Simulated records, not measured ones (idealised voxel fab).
The document below concerns the process module designated voxel released beams.
Section shown: cut. Width: 300 nm. Cell size: 5 nm, square.
A cross-section is written here as square cells arranged in a grid, and it is given in bands from the top down, each band taking up one or more rows of cells. Look at the band entry: it leads with the top's height and the bottom's height in nm. Then it lists the materials left to right, with a width in nm for each. The word "edge to edge" on a single material says that material fills the band edge to edge. The word "blank" is empty space. Heights are expressed relative to 0, this being the level below which the as-received wafer comprises one material exclusively. The lowest band is unbounded in the downward direction and is denoted as in "z 0 and below". When a width is written as two numbers, as in "30..40", the first number is the width in the top row of cells of the band and the second is the width in its bottom row, and the width changes by the same amount from each row to the next. "nothing changed" -> step changed no cross-section cell. If an empty space has no open way to the top and is at least 8 cells in size, "Sealed internal voids" lists it, written width x height at distance, where distance is measured from the left edge and every value is in nm. Read whatever lies past the settings on a step's line as the simulator's own remark about the step. overlay nm: how far to the right of its planned place the mask lay on this masked step (negative: to the left).
Here's what the planned process steps look like:
1,RECEIVE with material Si
2,CONFORMAL_DEP with material SiN, thk nm 5
3,DIRECTIONAL_DEP with material SiO2, thk nm 10
4,DIRECTIONAL_DEP with material aC, thk nm 10
5,PATTERN with tone open, mask id ANCHOR, material resist, width nm 40, thk nm 25, overlay nm 0
6,DIRECTIONAL_ETCH with etch materials aC, depth nm 10
7,STRIP with etch materials resist
8,DIRECTIONAL_ETCH with etch materials SiO2, depth nm 10
9,STRIP with etch materials aC
10,CONFORMAL_DEP with material W, thk nm 15
11,DIRECTIONAL_DEP with material aC, thk nm 15
12,PATTERN with tone cover, mask id BEAM, material resist, width nm 90, thk nm 30, overlay nm 0
13,DIRECTIONAL_ETCH with etch materials aC, depth nm 15
14,STRIP with etch materials resist
15,DIRECTIONAL_ETCH with etch materials W, depth nm 15
16,STRIP with etch materials aC
17,STRIP with etch materials SiO2
Cross-section of the incoming wafer, state after step 1:
z 0 and below: Si edge to edge
Sealed internal voids: none
What the wafer looks like in cross-section after this module, when it starts as shown above and follows the plan above but one mistake is made in running it:
z 30 to 20: blank=100 | W=60 | blank=140
z 20 to 15: blank=100 | W=90 | blank=110
z 15 to 5: blank=90 | W=15 | SiO2=40 | W=45 | blank=110
z 5 to 0: SiN edge to edge
z 0 and below: Si edge to edge
Sealed internal voids: none
What was done differently from what was planned? note that step 5 departed from the planned setting and was carried out as PATTERN with tone cover, mask id ANCHOR, material resist, width nm 40, thk nm 25, overlay nm 0
